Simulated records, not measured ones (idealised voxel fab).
This section sets out a process module, namely voxel transistor to metal.
We display cut, a cross-section 200 nm in width whose square cells are each 5 nm.
If you're reading a cross-section in this doc, picture square cells in a grid; it comes to you as bands, top ones listed first down to the bottom, and a band can be one or more rows of cells.
This entry defines a band. It first specifies the height of the band's top and the height of its bottom in nm, and then specifies the band's materials from left to right, stating each material with its width in nm. The word "edge to edge" identifies a single material that fills the band from edge to edge, while the word "empty" identifies empty space.
Height 0 is the level under which the wafer as received is all one material. The lowest band goes on downwards, as in "0 down".
So if you see something like "30->40" for the width, read it as the top row of the band sitting at the first number and the bottom row at the second, with every row in between moving by the same amount as the last.
A step reported as "remained the same" is a step in which no cell of the cross-section changed.
Entry "Closed internal voids". Content: empty spaces with no open connection to the top, size 8 cells or greater. Each: width x height at distance. Distance: from left edge. Unit: nm.
If you see something after the settings on a step's line, that's the simulator's own remark about that step.
Steps that use a mask can have "overlay nm" on their line. It says how far the mask sat to the right of where it was meant to be. Negative means to the left.

## Steps planned for the process
- 1: RECEIVE, material Si
- 2: CONFORMAL_DEP, material SiO2, thk nm 5
- 3: CONFORMAL_DEP, material SiN, thk nm 10
- 4: MASKED_ETCH, tone cover, mask id ACTIVE, width nm 115, etch materials SiN, depth nm 10, overlay nm 0
- 5: MASKED_ETCH, tone cover, mask id ACTIVE, width nm 115, etch materials SiO2, depth nm 5, overlay nm 0
- 6: MASKED_ETCH, tone cover, mask id ACTIVE, width nm 115, etch materials Si, depth nm 35, overlay nm 0
- 7: FILL_DEP, material SiO2, thk nm 10
- 8: CMP, height nm 15
- 9: SELECTIVE_ETCH, etch materials SiO2, depth nm 10
- 10: STRIP, etch materials SiN
- 11: SELECTIVE_ETCH, etch materials SiO2, depth nm 5
- 12: OXIDIZE, depth nm 5
- 13: DIRECTIONAL_DEP, material polySi, thk nm 25
- 14: DIRECTIONAL_DEP, material SiCN, thk nm 15
- 15: PATTERN, tone cover, mask id GATE, material resist, width nm 35, thk nm 20, overlay nm 0
- 16: DIRECTIONAL_ETCH, etch materials SiCN, depth nm 25
- 17: DIRECTIONAL_ETCH, etch materials polySi, depth nm 35
- 18: STRIP, etch materials resist
- 19: CONFORMAL_DEP, material SiN, thk nm 5
- 20: DIRECTIONAL_ETCH, etch materials SiN, depth nm 5
- 21: DIRECTIONAL_ETCH, etch materials SiO2, depth nm 5
- 22: EPI, material nSi, thk nm 5
- 23: FILL_DEP, material SiO2, thk nm 5
- 24: CMP, height nm 25
- 25: STRIP, etch materials polySi
- 26: SELECTIVE_ETCH, etch materials SiO2, depth nm 5
- 27: CONFORMAL_DEP, material HfO2, thk nm 5
- 28: CONFORMAL_DEP, material TiN, thk nm 5
- 29: FILL_DEP, material W, thk nm 5
- 30: CMP, height nm 20
- 31: DIRECTIONAL_DEP, material SiO2, thk nm 15
- 32: DIRECTIONAL_DEP, material aC, thk nm 10
- 33: PATTERN, tone open, mask id CONTACT, material resist, width nm 15, pitch nm 90, thk nm 25, overlay nm 0
- 34: DIRECTIONAL_ETCH, etch materials aC, depth nm 10
- 35: STRIP, etch materials resist
- 36: DIRECTIONAL_ETCH, etch materials SiO2, depth nm 35
- 37: STRIP, etch materials aC
- 38: CONFORMAL_DEP, material TiN, thk nm 5
- 39: FILL_DEP, material W, thk nm 5
- 40: CMP, height nm 35
- 41: CONFORMAL_DEP, material SiCN, thk nm 5
- 42: DIRECTIONAL_DEP, material SiO2, thk nm 25
- 43: DIRECTIONAL_DEP, material aC, thk nm 15
- 44: PATTERN, tone open, mask id METAL_1, material resist, width nm 15, pitch nm 90, thk nm 30, overlay nm 0
- 45: DIRECTIONAL_ETCH, etch materials aC, depth nm 15
- 46: STRIP, etch materials resist
- 47: DIRECTIONAL_ETCH, etch materials SiO2, depth nm 25
- 48: DIRECTIONAL_ETCH, etch materials SiCN, depth nm 5
- 49: STRIP, etch materials aC
- 50: CONFORMAL_DEP, material TiN, thk nm 5
- 51: FILL_DEP, material Cu, thk nm 5
- 52: CMP, height nm 65
- 53: CONFORMAL_DEP, material SiCN, thk nm 5
- 54: DIRECTIONAL_DEP, material SiO2, thk nm 30
- 55: PATTERN, tone open, mask id METAL_2, material resist, width nm 15, pitch nm 90, thk nm 20, overlay nm 0
- 56: DIRECTIONAL_ETCH, etch materials SiO2, depth nm 20
- 57: STRIP, etch materials resist
- 58: MASKED_ETCH, tone open, mask id METAL_2_HOLES, width nm 15, pitch nm 90, etch materials SiO2, depth nm 10, overlay nm 0
- 59: MASKED_ETCH, tone open, mask id METAL_2_HOLES, width nm 15, pitch nm 90, etch materials SiCN, depth nm 5, overlay nm 0
- 60: CONFORMAL_DEP, material TiN, thk nm 5
- 61: FILL_DEP, material Ru, thk nm 10
- 62: CMP, height nm 100
- 63: CONFORMAL_DEP, material SiCN, thk nm 5

## The first of two wafers, run as planned

## As received (post step 1): cross-section
- 0 down | Si edge to edge
- Closed internal voids: none

## You're looking at a cross-section of the wafer after step 2
- 5 to 0 | SiO2 edge to edge
- Heights below 0 show no change.

## You're looking at a cross-section of the wafer after step 3
- 15 to 5 | SiN edge to edge
- Heights below 5 show no change.

## You're looking at a cross-section of the wafer after step 4
- 15 to 5 | 40 nm empty / 115 nm SiN / 45 nm empty
- Heights below 5 show no change.

## You're looking at a cross-section of the wafer after step 5
- 15 to 5 | 40 nm empty / 115 nm SiN / 45 nm empty
- 5 to 0 | 40 nm empty / 115 nm SiO2 / 45 nm empty
- Heights below 0 show no change.

## You're looking at a cross-section of the wafer after step 6
- 15 to 5 | 40 nm empty / 115 nm SiN / 45 nm empty
- 5 to 0 | 40 nm empty / 115 nm SiO2 / 45 nm empty
- 0 to -35 | 40 nm empty / 115 nm Si / 45 nm empty
- Heights below -35 show no change.

## You're looking at a cross-section of the wafer after step 7
- 25 to 15 | SiO2 edge to edge
- 15 to 5 | 40 nm SiO2 / 115 nm SiN / 45 nm SiO2
- 5 to 0 | SiO2 edge to edge
- 0 to -35 | 40 nm SiO2 / 115 nm Si / 45 nm SiO2
- Heights below -35 show no change.

## You're looking at a cross-section of the wafer after step 8
- 15 to 5 | 40 nm SiO2 / 115 nm SiN / 45 nm SiO2
- Heights below 5 show no change.

## You're looking at a cross-section of the wafer after step 9
- 15 to 5 | 40 nm empty / 115 nm SiN / 45 nm empty
- Heights below 5 show no change.

## You're looking at a cross-section of the wafer after step 10
- 5 to 0 | SiO2 edge to edge
- Heights below 0 show no change.

## You're looking at a cross-section of the wafer after step 11
- 0 to -35 | 40 nm SiO2 / 115 nm Si / 45 nm SiO2
- Heights below -35 show no change.

## You're looking at a cross-section of the wafer after step 12
- 0 to -5 | SiO2 edge to edge
- Heights below -5 show no change.

## You're looking at a cross-section of the wafer after step 13
- 25 to 0 | polySi edge to edge
- Heights below 0 show no change.

## You're looking at a cross-section of the wafer after step 14
- 40 to 25 | SiCN edge to edge
- Heights below 25 show no change.

## You're looking at a cross-section of the wafer after step 15
- 60 to 40 | 80 nm empty / 35 nm resist / 85 nm empty
- Heights below 40 show no change.

## You're looking at a cross-section of the wafer after step 16
- 60 to 40 | 80 nm empty / 35 nm resist / 85 nm empty
- 40 to 25 | 80 nm empty / 35 nm SiCN / 85 nm empty
- Heights below 25 show no change.

## You're looking at a cross-section of the wafer after step 17
- 60 to 40 | 80 nm empty / 35 nm resist / 85 nm empty
- 40 to 25 | 80 nm empty / 35 nm SiCN / 85 nm empty
- 25 to 0 | 80 nm empty / 35 nm polySi / 85 nm empty
- Heights below 0 show no change.

## You're looking at a cross-section of the wafer after step 18
- 40 to 25 | 80 nm empty / 35 nm SiCN / 85 nm empty
- Heights below 25 show no change.

## You're looking at a cross-section of the wafer after step 19
- 45 to 40 | 75 nm empty / 45 nm SiN / 80 nm empty
- 40 to 25 | 75 nm empty / 5 nm SiN / 35 nm SiCN / 5 nm SiN / 80 nm empty
- 25 to 5 | 75 nm empty / 5 nm SiN / 35 nm polySi / 5 nm SiN / 80 nm empty
- 5 to 0 | 80 nm SiN / 35 nm polySi / 85 nm SiN
- Heights below 0 show no change.

## You're looking at a cross-section of the wafer after step 20
- 40 to 25 | 75 nm empty / 5 nm SiN / 35 nm SiCN / 5 nm SiN / 80 nm empty
- 25 to 0 | 75 nm empty / 5 nm SiN / 35 nm polySi / 5 nm SiN / 80 nm empty
- Heights below 0 show no change.

## You're looking at a cross-section of the wafer after step 21
- 40 to 25 | 75 nm empty / 5 nm SiN / 35 nm SiCN / 5 nm SiN / 80 nm empty
- 25 to 0 | 75 nm empty / 5 nm SiN / 35 nm polySi / 5 nm SiN / 80 nm empty
- 0 to -5 | 75 nm empty / 45 nm SiO2 / 80 nm empty
- Heights below -5 show no change.

## You're looking at a cross-section of the wafer after step 22
- 40 to 25 | 75 nm empty / 5 nm SiN / 35 nm SiCN / 5 nm SiN / 80 nm empty
- 25 to 0 | 75 nm empty / 5 nm SiN / 35 nm polySi / 5 nm SiN / 80 nm empty
- 0 to -5 | 35 nm empty / 40 nm nSi / 45 nm SiO2 / 40 nm nSi / 40 nm empty
- Heights below -5 show no change.

## You're looking at a cross-section of the wafer after step 23
- 45 to 40 | SiO2 edge to edge
- 40 to 25 | 75 nm SiO2 / 5 nm SiN / 35 nm SiCN / 5 nm SiN / 80 nm SiO2
- 25 to 0 | 75 nm SiO2 / 5 nm SiN / 35 nm polySi / 5 nm SiN / 80 nm SiO2
- 0 to -5 | 35 nm SiO2 / 40 nm nSi / 45 nm SiO2 / 40 nm nSi / 40 nm SiO2
- Heights below -5 show no change.

## You're looking at a cross-section of the wafer after step 24
- 25 to 0 | 75 nm SiO2 / 5 nm SiN / 35 nm polySi / 5 nm SiN / 80 nm SiO2
- Heights below 0 show no change.

## You're looking at a cross-section of the wafer after step 25
- 25 to 0 | 75 nm SiO2 / 5 nm SiN / 35 nm empty / 5 nm SiN / 80 nm SiO2
- Heights below 0 show no change.

## You're looking at a cross-section of the wafer after step 26
- 25 to 20 | 75 nm empty / 5 nm SiN / 35 nm empty / 5 nm SiN / 80 nm empty
- 20 to 0 | 75 nm SiO2 / 5 nm SiN / 35 nm empty / 5 nm SiN / 80 nm SiO2
- 0 to -5 | 35 nm SiO2 / 40 nm nSi / 45 nm empty / 40 nm nSi / 40 nm SiO2
- Heights below -5 show no change.

## You're looking at a cross-section of the wafer after step 27
- 30 to 25 | 70 nm empty / 15 nm HfO2 / 25 nm empty / 15 nm HfO2 / 75 nm empty
- 25 to 20 | 75 nm HfO2 / 5 nm SiN / 5 nm HfO2 / 25 nm empty / 5 nm HfO2 / 5 nm SiN / 80 nm HfO2
- 20 to 0 | 75 nm SiO2 / 5 nm SiN / 5 nm HfO2 / 25 nm empty / 5 nm HfO2 / 5 nm SiN / 80 nm SiO2
- 0 to -5 | 35 nm SiO2 / 40 nm nSi / 45 nm HfO2 / 40 nm nSi / 40 nm SiO2
- Heights below -5 show no change.

## You're looking at a cross-section of the wafer after step 28
- 35 to 30 | 65 nm empty / 25 nm TiN / 15 nm empty / 25 nm TiN / 70 nm empty
- 30 to 25 | 70 nm TiN / 15 nm HfO2 / 5 nm TiN / 15 nm empty / 5 nm TiN / 15 nm HfO2 / 75 nm TiN
- 25 to 20 | 75 nm HfO2 / 5 nm SiN / 5 nm HfO2 / 5 nm TiN / 15 nm empty / 5 nm TiN / 5 nm HfO2 / 5 nm SiN / 80 nm HfO2
- 20 to 5 | 75 nm SiO2 / 5 nm SiN / 5 nm HfO2 / 5 nm TiN / 15 nm empty / 5 nm TiN / 5 nm HfO2 / 5 nm SiN / 80 nm SiO2
- 5 to 0 | 75 nm SiO2 / 5 nm SiN / 5 nm HfO2 / 25 nm TiN / 5 nm HfO2 / 5 nm SiN / 80 nm SiO2
- Heights below 0 show no change.

## You're looking at a cross-section of the wafer after step 29
- 40 to 35 | W edge to edge
- 35 to 30 | 65 nm W / 25 nm TiN / 15 nm W / 25 nm TiN / 70 nm W
- 30 to 25 | 70 nm TiN / 15 nm HfO2 / 5 nm TiN / 15 nm W / 5 nm TiN / 15 nm HfO2 / 75 nm TiN
- 25 to 20 | 75 nm HfO2 / 5 nm SiN / 5 nm HfO2 / 5 nm TiN / 15 nm W / 5 nm TiN / 5 nm HfO2 / 5 nm SiN / 80 nm HfO2
- 20 to 5 | 75 nm SiO2 / 5 nm SiN / 5 nm HfO2 / 5 nm TiN / 15 nm W / 5 nm TiN / 5 nm HfO2 / 5 nm SiN / 80 nm SiO2
- Heights below 5 show no change.

## You're looking at a cross-section of the wafer after step 30
- 20 to 5 | 75 nm SiO2 / 5 nm SiN / 5 nm HfO2 / 5 nm TiN / 15 nm W / 5 nm TiN / 5 nm HfO2 / 5 nm SiN / 80 nm SiO2
- Heights below 5 show no change.

## You're looking at a cross-section of the wafer after step 31
- 35 to 20 | SiO2 edge to edge
- Heights below 20 show no change.

## You're looking at a cross-section of the wafer after step 32
- 45 to 35 | aC edge to edge
- Heights below 35 show no change.

## You're looking at a cross-section of the wafer after step 33
- 70 to 45 | 45 nm resist / 15 nm empty / 75 nm resist / 15 nm empty / 50 nm resist
- Heights below 45 show no change.

## You're looking at a cross-section of the wafer after step 34
- 60 to 45 | 45 nm resist / 15 nm empty / 75 nm resist / 15 nm empty / 50 nm resist
- 45 to 35 | 45 nm aC / 15 nm empty / 75 nm aC / 15 nm empty / 50 nm aC
- Heights below 35 show no change.

## You're looking at a cross-section of the wafer after step 35
- 45 to 35 | 45 nm aC / 15 nm empty / 75 nm aC / 15 nm empty / 50 nm aC
- Heights below 35 show no change.

## You're looking at a cross-section of the wafer after step 36
- 45 to 35 | 45 nm aC / 15 nm empty / 75 nm aC / 15 nm empty / 50 nm aC
- 35 to 20 | 45 nm SiO2 / 15 nm empty / 75 nm SiO2 / 15 nm empty / 50 nm SiO2
- 20 to 5 | 45 nm SiO2 / 15 nm empty / 15 nm SiO2 / 5 nm SiN / 5 nm HfO2 / 5 nm TiN / 15 nm W / 5 nm TiN / 5 nm HfO2 / 5 nm SiN / 15 nm SiO2 / 15 nm empty / 50 nm SiO2
- 5 to 0 | 45 nm SiO2 / 15 nm empty / 15 nm SiO2 / 5 nm SiN / 5 nm HfO2 / 25 nm TiN / 5 nm HfO2 / 5 nm SiN / 15 nm SiO2 / 15 nm empty / 50 nm SiO2
- Heights below 0 show no change.

## You're looking at a cross-section of the wafer after step 37
- 35 to 20 | 45 nm SiO2 / 15 nm empty / 75 nm SiO2 / 15 nm empty / 50 nm SiO2
- Heights below 20 show no change.

## You're looking at a cross-section of the wafer after step 38
- 40 to 35 | 50 nm TiN / 5 nm empty / 85 nm TiN / 5 nm empty / 55 nm TiN
- 35 to 20 | 45 nm SiO2 / 5 nm TiN / 5 nm empty / 5 nm TiN / 75 nm SiO2 / 5 nm TiN / 5 nm empty / 5 nm TiN / 50 nm SiO2
- 20 to 5 | 45 nm SiO2 / 5 nm TiN / 5 nm empty / 5 nm TiN / 15 nm SiO2 / 5 nm SiN / 5 nm HfO2 / 5 nm TiN / 15 nm W / 5 nm TiN / 5 nm HfO2 / 5 nm SiN / 15 nm SiO2 / 5 nm TiN / 5 nm empty / 5 nm TiN / 50 nm SiO2
- 5 to 0 | 45 nm SiO2 / 15 nm TiN / 15 nm SiO2 / 5 nm SiN / 5 nm HfO2 / 25 nm TiN / 5 nm HfO2 / 5 nm SiN / 15 nm SiO2 / 15 nm TiN / 50 nm SiO2
- Heights below 0 show no change.

## You're looking at a cross-section of the wafer after step 39
- 45 to 40 | W edge to edge
- 40 to 35 | 50 nm TiN / 5 nm W / 85 nm TiN / 5 nm W / 55 nm TiN
- 35 to 20 | 45 nm SiO2 / 5 nm TiN / 5 nm W / 5 nm TiN / 75 nm SiO2 / 5 nm TiN / 5 nm W / 5 nm TiN / 50 nm SiO2
- 20 to 5 | 45 nm SiO2 / 5 nm TiN / 5 nm W / 5 nm TiN / 15 nm SiO2 / 5 nm SiN / 5 nm HfO2 / 5 nm TiN / 15 nm W / 5 nm TiN / 5 nm HfO2 / 5 nm SiN / 15 nm SiO2 / 5 nm TiN / 5 nm W / 5 nm TiN / 50 nm SiO2
- Heights below 5 show no change.

## You're looking at a cross-section of the wafer after step 40
- 35 to 20 | 45 nm SiO2 / 5 nm TiN / 5 nm W / 5 nm TiN / 75 nm SiO2 / 5 nm TiN / 5 nm W / 5 nm TiN / 50 nm SiO2
- Heights below 20 show no change.

## You're looking at a cross-section of the wafer after step 41
- 40 to 35 | SiCN edge to edge
- Heights below 35 show no change.

## You're looking at a cross-section of the wafer after step 42
- 65 to 40 | SiO2 edge to edge
- Heights below 40 show no change.

## You're looking at a cross-section of the wafer after step 43
- 80 to 65 | aC edge to edge
- Heights below 65 show no change.

## You're looking at a cross-section of the wafer after step 44
- 110 to 80 | 45 nm resist / 15 nm empty / 75 nm resist / 15 nm empty / 50 nm resist
- Heights below 80 show no change.

## You're looking at a cross-section of the wafer after step 45
- 95 to 80 | 45 nm resist / 15 nm empty / 75 nm resist / 15 nm empty / 50 nm resist
- 80 to 65 | 45 nm aC / 15 nm empty / 75 nm aC / 15 nm empty / 50 nm aC
- Heights below 65 show no change.

## You're looking at a cross-section of the wafer after step 46
- 80 to 65 | 45 nm aC / 15 nm empty / 75 nm aC / 15 nm empty / 50 nm aC
- Heights below 65 show no change.

## You're looking at a cross-section of the wafer after step 47
- 80 to 65 | 45 nm aC / 15 nm empty / 75 nm aC / 15 nm empty / 50 nm aC
- 65 to 40 | 45 nm SiO2 / 15 nm empty / 75 nm SiO2 / 15 nm empty / 50 nm SiO2
- Heights below 40 show no change.

## You're looking at a cross-section of the wafer after step 48
- 80 to 65 | 45 nm aC / 15 nm empty / 75 nm aC / 15 nm empty / 50 nm aC
- 65 to 40 | 45 nm SiO2 / 15 nm empty / 75 nm SiO2 / 15 nm empty / 50 nm SiO2
- 40 to 35 | 45 nm SiCN / 15 nm empty / 75 nm SiCN / 15 nm empty / 50 nm SiCN
- Heights below 35 show no change.

## You're looking at a cross-section of the wafer after step 49
- 65 to 40 | 45 nm SiO2 / 15 nm empty / 75 nm SiO2 / 15 nm empty / 50 nm SiO2
- Heights below 40 show no change.

## You're looking at a cross-section of the wafer after step 50
- 70 to 65 | 50 nm TiN / 5 nm empty / 85 nm TiN / 5 nm empty / 55 nm TiN
- 65 to 40 | 45 nm SiO2 / 5 nm TiN / 5 nm empty / 5 nm TiN / 75 nm SiO2 / 5 nm TiN / 5 nm empty / 5 nm TiN / 50 nm SiO2
- 40 to 35 | 45 nm SiCN / 15 nm TiN / 75 nm SiCN / 15 nm TiN / 50 nm SiCN
- Heights below 35 show no change.

## You're looking at a cross-section of the wafer after step 51
- 75 to 70 | Cu edge to edge
- 70 to 65 | 50 nm TiN / 5 nm Cu / 85 nm TiN / 5 nm Cu / 55 nm TiN
- 65 to 40 | 45 nm SiO2 / 5 nm TiN / 5 nm Cu / 5 nm TiN / 75 nm SiO2 / 5 nm TiN / 5 nm Cu / 5 nm TiN / 50 nm SiO2
- Heights below 40 show no change.

## You're looking at a cross-section of the wafer after step 52
- 65 to 40 | 45 nm SiO2 / 5 nm TiN / 5 nm Cu / 5 nm TiN / 75 nm SiO2 / 5 nm TiN / 5 nm Cu / 5 nm TiN / 50 nm SiO2
- Heights below 40 show no change.

## You're looking at a cross-section of the wafer after step 53
- 70 to 65 | SiCN edge to edge
- Heights below 65 show no change.

## You're looking at a cross-section of the wafer after step 54
- 100 to 70 | SiO2 edge to edge
- Heights below 70 show no change.

## You're looking at a cross-section of the wafer after step 55
- 120 to 100 | 45 nm resist / 15 nm empty / 75 nm resist / 15 nm empty / 50 nm resist
- Heights below 100 show no change.

## You're looking at a cross-section of the wafer after step 56
- 120 to 100 | 45 nm resist / 15 nm empty / 75 nm resist / 15 nm empty / 50 nm resist
- 100 to 80 | 45 nm SiO2 / 15 nm empty / 75 nm SiO2 / 15 nm empty / 50 nm SiO2
- Heights below 80 show no change.

## You're looking at a cross-section of the wafer after step 57
- 100 to 80 | 45 nm SiO2 / 15 nm empty / 75 nm SiO2 / 15 nm empty / 50 nm SiO2
- Heights below 80 show no change.

## You're looking at a cross-section of the wafer after step 58
- 100 to 70 | 45 nm SiO2 / 15 nm empty / 75 nm SiO2 / 15 nm empty / 50 nm SiO2
- Heights below 70 show no change.

## You're looking at a cross-section of the wafer after step 59
- 100 to 70 | 45 nm SiO2 / 15 nm empty / 75 nm SiO2 / 15 nm empty / 50 nm SiO2
- 70 to 65 | 45 nm SiCN / 15 nm empty / 75 nm SiCN / 15 nm empty / 50 nm SiCN
- Heights below 65 show no change.

## You're looking at a cross-section of the wafer after step 60
- 105 to 100 | 50 nm TiN / 5 nm empty / 85 nm TiN / 5 nm empty / 55 nm TiN
- 100 to 70 | 45 nm SiO2 / 5 nm TiN / 5 nm empty / 5 nm TiN / 75 nm SiO2 / 5 nm TiN / 5 nm empty / 5 nm TiN / 50 nm SiO2
- 70 to 65 | 45 nm SiCN / 15 nm TiN / 75 nm SiCN / 15 nm TiN / 50 nm SiCN
- Heights below 65 show no change.

## You're looking at a cross-section of the wafer after step 61
- 115 to 105 | Ru edge to edge
- 105 to 100 | 50 nm TiN / 5 nm Ru / 85 nm TiN / 5 nm Ru / 55 nm TiN
- 100 to 70 | 45 nm SiO2 / 5 nm TiN / 5 nm Ru / 5 nm TiN / 75 nm SiO2 / 5 nm TiN / 5 nm Ru / 5 nm TiN / 50 nm SiO2
- Heights below 70 show no change.

## You're looking at a cross-section of the wafer after step 62
- 100 to 70 | 45 nm SiO2 / 5 nm TiN / 5 nm Ru / 5 nm TiN / 75 nm SiO2 / 5 nm TiN / 5 nm Ru / 5 nm TiN / 50 nm SiO2
- Heights below 70 show no change.

## You're looking at a cross-section of the wafer after step 63
- 105 to 100 | SiCN edge to edge
- Heights below 100 show no change.

## Second wafer. Start and plan as for the first. One mistake made in running. Agrees with the first up to and including step 43

## Second wafer profile in section, at the moment step 44 of the plan was meant to be complete
- 110 to 80 | 40 nm resist / 25 nm empty / 65 nm resist / 25 nm empty / 45 nm resist
- Heights below 80 show no change.

## Second wafer profile in section, at the moment step 45 of the plan was meant to be complete
- 95 to 80 | 40 nm resist / 25 nm empty / 65 nm resist / 25 nm empty / 45 nm resist
- 80 to 65 | 40 nm aC / 25 nm empty / 65 nm aC / 25 nm empty / 45 nm aC
- Heights below 65 show no change.

## Second wafer profile in section, at the moment step 46 of the plan was meant to be complete
- 80 to 65 | 40 nm aC / 25 nm empty / 65 nm aC / 25 nm empty / 45 nm aC
- Heights below 65 show no change.

## Second wafer profile in section, at the moment step 47 of the plan was meant to be complete
- 80 to 65 | 40 nm aC / 25 nm empty / 65 nm aC / 25 nm empty / 45 nm aC
- 65 to 40 | 40 nm SiO2 / 25 nm empty / 65 nm SiO2 / 25 nm empty / 45 nm SiO2
- Heights below 40 show no change.

## Second wafer profile in section, at the moment step 48 of the plan was meant to be complete
- 80 to 65 | 40 nm aC / 25 nm empty / 65 nm aC / 25 nm empty / 45 nm aC
- 65 to 40 | 40 nm SiO2 / 25 nm empty / 65 nm SiO2 / 25 nm empty / 45 nm SiO2
- 40 to 35 | 40 nm SiCN / 25 nm empty / 65 nm SiCN / 25 nm empty / 45 nm SiCN
- Heights below 35 show no change.

## Second wafer profile in section, at the moment step 49 of the plan was meant to be complete
- 65 to 40 | 40 nm SiO2 / 25 nm empty / 65 nm SiO2 / 25 nm empty / 45 nm SiO2
- Heights below 40 show no change.

## Second wafer profile in section, at the moment step 50 of the plan was meant to be complete
- 70 to 65 | 45 nm TiN / 15 nm empty / 75 nm TiN / 15 nm empty / 50 nm TiN
- 65 to 40 | 40 nm SiO2 / 5 nm TiN / 15 nm empty / 5 nm TiN / 65 nm SiO2 / 5 nm TiN / 15 nm empty / 5 nm TiN / 45 nm SiO2
- 40 to 35 | 40 nm SiCN / 25 nm TiN / 65 nm SiCN / 25 nm TiN / 45 nm SiCN
- Heights below 35 show no change.

## Second wafer profile in section, at the moment step 51 of the plan was meant to be complete
- 75 to 70 | Cu edge to edge
- 70 to 65 | 45 nm TiN / 15 nm Cu / 75 nm TiN / 15 nm Cu / 50 nm TiN
- 65 to 40 | 40 nm SiO2 / 5 nm TiN / 15 nm Cu / 5 nm TiN / 65 nm SiO2 / 5 nm TiN / 15 nm Cu / 5 nm TiN / 45 nm SiO2
- Heights below 40 show no change.

## Second wafer profile in section, at the moment step 52 of the plan was meant to be complete
- 65 to 40 | 40 nm SiO2 / 5 nm TiN / 15 nm Cu / 5 nm TiN / 65 nm SiO2 / 5 nm TiN / 15 nm Cu / 5 nm TiN / 45 nm SiO2
- Heights below 40 show no change.

## Second wafer profile in section, at the moment step 53 of the plan was meant to be complete
- 70 to 65 | SiCN edge to edge
- Heights below 65 show no change.

## Second wafer profile in section, at the moment step 54 of the plan was meant to be complete
- 100 to 70 | SiO2 edge to edge
- Heights below 70 show no change.

## Second wafer profile in section, at the moment step 55 of the plan was meant to be complete
- 120 to 100 | 45 nm resist / 15 nm empty / 75 nm resist / 15 nm empty / 50 nm resist
- Heights below 100 show no change.

## Second wafer profile in section, at the moment step 56 of the plan was meant to be complete
- 120 to 100 | 45 nm resist / 15 nm empty / 75 nm resist / 15 nm empty / 50 nm resist
- 100 to 80 | 45 nm SiO2 / 15 nm empty / 75 nm SiO2 / 15 nm empty / 50 nm SiO2
- Heights below 80 show no change.

## Second wafer profile in section, at the moment step 57 of the plan was meant to be complete
- 100 to 80 | 45 nm SiO2 / 15 nm empty / 75 nm SiO2 / 15 nm empty / 50 nm SiO2
- Heights below 80 show no change.

## Second wafer profile in section, at the moment step 58 of the plan was meant to be complete
- 100 to 70 | 45 nm SiO2 / 15 nm empty / 75 nm SiO2 / 15 nm empty / 50 nm SiO2
- Heights below 70 show no change.

## Second wafer profile in section, at the moment step 59 of the plan was meant to be complete
- 100 to 70 | 45 nm SiO2 / 15 nm empty / 75 nm SiO2 / 15 nm empty / 50 nm SiO2
- 70 to 65 | 45 nm SiCN / 15 nm empty / 75 nm SiCN / 15 nm empty / 50 nm SiCN
- Heights below 65 show no change.

## Second wafer profile in section, at the moment step 60 of the plan was meant to be complete
- 105 to 100 | 50 nm TiN / 5 nm empty / 85 nm TiN / 5 nm empty / 55 nm TiN
- 100 to 70 | 45 nm SiO2 / 5 nm TiN / 5 nm empty / 5 nm TiN / 75 nm SiO2 / 5 nm TiN / 5 nm empty / 5 nm TiN / 50 nm SiO2
- 70 to 65 | 45 nm SiCN / 15 nm TiN / 75 nm SiCN / 15 nm TiN / 50 nm SiCN
- Heights below 65 show no change.

## Second wafer profile in section, at the moment step 61 of the plan was meant to be complete
- 115 to 105 | Ru edge to edge
- 105 to 100 | 50 nm TiN / 5 nm Ru / 85 nm TiN / 5 nm Ru / 55 nm TiN
- 100 to 70 | 45 nm SiO2 / 5 nm TiN / 5 nm Ru / 5 nm TiN / 75 nm SiO2 / 5 nm TiN / 5 nm Ru / 5 nm TiN / 50 nm SiO2
- Heights below 70 show no change.

## Second wafer profile in section, at the moment step 62 of the plan was meant to be complete
- 100 to 70 | 45 nm SiO2 / 5 nm TiN / 5 nm Ru / 5 nm TiN / 75 nm SiO2 / 5 nm TiN / 5 nm Ru / 5 nm TiN / 50 nm SiO2
- Heights below 70 show no change.

## Second wafer profile in section, at the moment step 63 of the plan was meant to be complete
- 105 to 100 | SiCN edge to edge
- Heights below 100 show no change.
Deviation noted in wafer processing: step 44 off recipe, ran as PATTERN, tone open, mask id METAL_1, material resist, width nm 25, pitch nm 90, thk nm 30, overlay nm 0
Count the cells at the end and the second wafer has more or fewer of some materials than the first: Cu +20; SiCN -4; SiO2 -20; TiN +4
